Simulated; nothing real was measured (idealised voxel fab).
Process module in this document: voxel transistor to metal
It is cross-section cut that appears here, measuring 205 nm in width, its square cells being 5 nm in size.
This document writes a cross-section as a grid whose cells are square, and gives it as bands, listed from the top down; one or more rows of cells form a band. Look at the band entry: it leads with the top's height and the bottom's height in nm. Then it lists the materials left to right, with a width in nm for each. The word "edge to edge" on a single material says that material fills the band edge to edge. The word "air" is empty space. Heights are measured from 0, the level below which the as-received wafer is all one material; the lowest band has no bottom and continues downward, written as in "0 nm and below". With a width like "30->40", each row of cells in the band differs from the next by the same amount, the top row carrying the first number and the bottom row the second. When a step is marked "stayed the same", none of the cells in the cross-section changed during that step. You'll see "Enclosed void listing" listing empty spaces that have no way open to the top, as long as they're 8 cells or more; the notation is width x height at distance, where the distance is from the left edge, and all of it is in nm. after a step's settings: what the simulator itself notes on the step. What "overlay nm" on a step's line means: if the step has a mask, that mask lay this far to the right of its planned place, or, when the value is negative, to the left.
**Process steps - plan**
1,RECEIVE, material Si
2,OXIDIZE, depth nm 5
3,CONFORMAL_DEP, material SiN, thk nm 10
4,DIRECTIONAL_DEP, material aC, thk nm 10
5,PATTERN, tone cover, mask id ACTIVE, material resist, width nm 100, thk nm 25, overlay nm 0
6,DIRECTIONAL_ETCH, etch materials aC, depth nm 10
7,STRIP, etch materials resist
8,DIRECTIONAL_ETCH, etch materials SiN, depth nm 10
9,DIRECTIONAL_ETCH, etch materials SiO2, depth nm 5
10,DIRECTIONAL_ETCH, etch materials Si, depth nm 35
11,STRIP, etch materials aC
12,OXIDIZE, depth nm 5
13,FILL_DEP, material SiO2, thk nm 5
14,CMP, height nm 10
15,SELECTIVE_ETCH, etch materials SiO2, depth nm 10
16,STRIP, etch materials SiN
17,SELECTIVE_ETCH, etch materials SiO2, depth nm 5
18,OXIDIZE, depth nm 5
19,DIRECTIONAL_DEP, material polySi, thk nm 20
20,DIRECTIONAL_DEP, material SiCN, thk nm 15
21,PATTERN, tone cover, mask id GATE, material resist, width nm 30, thk nm 15, overlay nm 0
22,DIRECTIONAL_ETCH, etch materials SiCN, depth nm 25
23,DIRECTIONAL_ETCH, etch materials polySi, depth nm 30
24,STRIP, etch materials resist
25,CONFORMAL_DEP, material SiN, thk nm 10
26,DIRECTIONAL_ETCH, etch materials SiN, depth nm 10
27,DIRECTIONAL_ETCH, etch materials SiO2, depth nm 5
28,DIRECTIONAL_ETCH, etch materials Si, depth nm 10
29,EPI, material nSi, thk nm 15
30,FILL_DEP, material SiO2, thk nm 5
31,CMP, height nm 15
32,STRIP, etch materials polySi
33,SELECTIVE_ETCH, etch materials SiO2, depth nm 5
34,CONFORMAL_DEP, material HfO2, thk nm 5
35,CONFORMAL_DEP, material TiN, thk nm 5
36,FILL_DEP, material W, thk nm 5
37,CMP, height nm 10
38,DIRECTIONAL_DEP, material SiO2, thk nm 10
39,PATTERN, tone open, mask id CONTACT, material resist, width nm 15, pitch nm 75, thk nm 20, overlay nm 0
40,DIRECTIONAL_ETCH, etch materials SiO2, depth nm 25
41,STRIP, etch materials resist
42,CONFORMAL_DEP, material TiN, thk nm 5
43,FILL_DEP, material Ru, thk nm 10
44,CMP, height nm 20
45,DIRECTIONAL_DEP, material TiN, thk nm 5
46,DIRECTIONAL_DEP, material Ru, thk nm 20
47,DIRECTIONAL_DEP, material aC, thk nm 10
48,PATTERN, tone cover, mask id METAL_1, material resist, width nm 15, pitch nm 75, thk nm 25, overlay nm 0
49,DIRECTIONAL_ETCH, etch materials aC, depth nm 10
50,STRIP, etch materials resist
51,DIRECTIONAL_ETCH, etch materials Ru, depth nm 20
52,DIRECTIONAL_ETCH, etch materials TiN, depth nm 5
53,STRIP, etch materials aC
54,CONFORMAL_DEP, material SiN, thk nm 5
55,FILL_DEP, material lowk, thk nm 10
56,CMP, height nm 45
57,CONFORMAL_DEP, material SiCN, thk nm 5
58,DIRECTIONAL_DEP, material lowk, thk nm 30
59,PATTERN, tone open, mask id METAL_2, material resist, width nm 15, pitch nm 75, thk nm 20, overlay nm 0
60,DIRECTIONAL_ETCH, etch materials lowk, depth nm 15
61,STRIP, etch materials resist
62,PATTERN, tone open, mask id METAL_2_HOLES, material resist, width nm 15, pitch nm 75, thk nm 20, overlay nm 0
63,DIRECTIONAL_ETCH, etch materials lowk, depth nm 15
64,DIRECTIONAL_ETCH, etch materials SiCN, depth nm 5
65,STRIP, etch materials resist
66,CONFORMAL_DEP, material TiN, thk nm 5
67,FILL_DEP, material Ru, thk nm 5
68,CMP, height nm 80
69,CONFORMAL_DEP, material SiN, thk nm 5
**Wafer as received: cross-section following step 1**
	0 nm and below  Si edge to edge
	Enclosed void listing: none
**First wafer of two, sectioned at end of module; run went per plan**
	85 nm to 80 nm  SiN edge to edge
	80 nm to 50 nm  55 of lowk, 5 of TiN, 5 of Ru, 5 of TiN, 60 of lowk, 5 of TiN, 5 of Ru, 5 of TiN, 60 of lowk
	50 nm to 45 nm  55 of SiCN, 15 of TiN, 60 of SiCN, 15 of TiN, 60 of SiCN
	45 nm to 25 nm  50 of lowk, 5 of SiN, 15 of Ru, 5 of SiN, 50 of lowk, 5 of SiN, 15 of Ru, 5 of SiN, 55 of lowk
	25 nm to 20 nm  55 of SiN, 15 of TiN, 60 of SiN, 15 of TiN, 60 of SiN
	20 nm to 10 nm  55 of SiO2, 5 of TiN, 5 of Ru, 5 of TiN, 60 of SiO2, 5 of TiN, 5 of Ru, 5 of TiN, 60 of SiO2
	10 nm to 5 nm  55 of SiO2, 15 of TiN, 5 of SiO2, 10 of SiN, 5 of HfO2, 5 of TiN, 10 of W, 5 of TiN, 5 of HfO2, 10 of SiN, 5 of SiO2, 15 of TiN, 60 of SiO2
	5 nm to 0 nm  55 of SiO2, 5 of TiN, 15 of nSi, 10 of SiN, 5 of HfO2, 5 of TiN, 10 of W, 5 of TiN, 5 of HfO2, 10 of SiN, 15 of nSi, 5 of TiN, 60 of SiO2
	0 nm to -5 nm  55 of SiO2, 5 of TiN, 15 of nSi, 10 of SiN, 5 of HfO2, 20 of TiN, 5 of HfO2, 10 of SiN, 15 of nSi, 5 of TiN, 60 of SiO2
	-5 nm to -10 nm  50 of SiO2, 25 of nSi, 5 of SiO2, 40 of HfO2, 5 of SiO2, 25 of nSi, 55 of SiO2
	-10 nm to -20 nm  55 of SiO2, 20 of nSi, 50 of Si, 20 of nSi, 60 of SiO2
	-20 nm to -45 nm  55 of SiO2, 90 of Si, 60 of SiO2
	-45 nm and below  Si edge to edge
	Enclosed void listing: none
**Cross-section of the latter of the two wafers at module completion. It had an identical start and an identical plan to the former; in running it, one mistake was made**
	85 nm to 80 nm  SiN edge to edge
	80 nm to 50 nm  55 of lowk, 5 of TiN, 5 of Ru, 5 of TiN, 60 of lowk, 5 of TiN, 5 of Ru, 5 of TiN, 60 of lowk
	50 nm to 45 nm  55 of SiCN, 15 of TiN, 60 of SiCN, 15 of TiN, 60 of SiCN
	45 nm to 25 nm  50 of lowk, 5 of SiN, 15 of Ru, 5 of SiN, 50 of lowk, 5 of SiN, 15 of Ru, 5 of SiN, 55 of lowk
	25 nm to 20 nm  55 of SiN, 15 of TiN, 60 of SiN, 15 of TiN, 60 of SiN
	20 nm to 10 nm  55 of SiO2, 5 of TiN, 5 of Ru, 5 of TiN, 60 of SiO2, 5 of TiN, 5 of Ru, 5 of TiN, 60 of SiO2
	10 nm to 5 nm  55 of SiO2, 15 of TiN, 10 of SiO2, 10 of SiN, 5 of HfO2, 5 of TiN, 5 of W, 5 of TiN, 5 of HfO2, 10 of SiN, 5 of SiO2, 15 of TiN, 60 of SiO2
	5 nm to 0 nm  55 of SiO2, 10 of TiN, 15 of nSi, 10 of SiN, 5 of HfO2, 5 of TiN, 5 of W, 5 of TiN, 5 of HfO2, 10 of SiN, 15 of nSi, 5 of TiN, 60 of SiO2
	0 nm to -5 nm  55 of SiO2, 10 of TiN, 15 of nSi, 10 of SiN, 5 of HfO2, 15 of TiN, 5 of HfO2, 10 of SiN, 15 of nSi, 5 of TiN, 60 of SiO2
	-5 nm to -10 nm  50 of SiO2, 30 of nSi, 5 of SiO2, 35 of HfO2, 5 of SiO2, 25 of nSi, 55 of SiO2
	-10 nm to -20 nm  55 of SiO2, 25 of nSi, 45 of Si, 20 of nSi, 60 of SiO2
	-20 nm to -45 nm  55 of SiO2, 90 of Si, 60 of SiO2
	-45 nm and below  Si edge to edge
	Enclosed void listing: none
Against the plan, the run slipped here: step 21 was run on a setting that differed from the plan, and what really ran there is PATTERN, tone cover, mask id GATE, material resist, width nm 25, thk nm 15, overlay nm 0
Wrapping up, a cell-based count of both wafers puts the second over or under the first for these materials: 1 fewer of HfO2, 2 fewer of Si, 1 more of SiO2, 1 more of TiN, 2 fewer of W, 3 more of nSi
